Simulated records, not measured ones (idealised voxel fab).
A process module follows: voxel released beams.
Section shown: cut. Width: 240 nm. Cell size: 5 nm, square.
Each cross-section below is a grid of square cells, stated as bands in top-down order, with one or more rows of cells making up each band. Top, bottom (nm), then materials left to right with widths (nm); lone material tagged "edge to edge" fills the whole band edge to edge; "blank" = empty space. Below 0: as-received wafer, all one material; heights counted from there. Lowest band: no bottom, goes on down, written "0 -> down". Quick explanation for "30 to 40": the width changes in equal steps down the rows of cells, from the first number in the band's top row to the second number in its bottom row. "no modification" means the step left every cell of the cross-section as it was. In the "Fully enclosed voids" entry, you get each enclosed empty space of 8 cells or more, one with no open way to the top, written width x height at distance, distance from the left edge, in nm. Read whatever lies past the settings on a step's line as the simulator's own remark about the step. overlay nm, on a step with a mask: how far to the right of its planned place the mask lay; to the left if negative.
-- This section lists the process steps that were planned
- 1: RECEIVE, material Si
- 2: CONFORMAL_DEP, material Al2O3, thk nm 5
- 3: DIRECTIONAL_DEP, material SiO2, thk nm 20
- 4: MASKED_ETCH, tone open, mask id ANCHOR, width nm 25, etch materials SiO2, depth nm 20, overlay nm 0
- 5: CONFORMAL_DEP, material polySi, thk nm 10
- 6: MASKED_ETCH, tone cover, mask id BEAM, width nm 110, etch materials polySi, depth nm 10, overlay nm 0
- 7: STRIP, etch materials SiO2
-- Step 1 complete: cross-section of the wafer as received
  0 -> down = Si edge to edge
  Fully enclosed voids: none
-- Below is the wafer in cross-section after the module was completed. It began from the starting point shown above and followed the plan shown above, except that one mistake was made while running it
  35 -> 25 = blank 60 nm / polySi 110 nm / blank 70 nm
  25 -> 20 = Al2O3 edge to edge
  20 -> 0 = SiO2 edge to edge
  0 -> down = Si edge to edge
  Fully enclosed voids: none
Want to know what went wrong? swap of plan steps 2 and 3 during execution
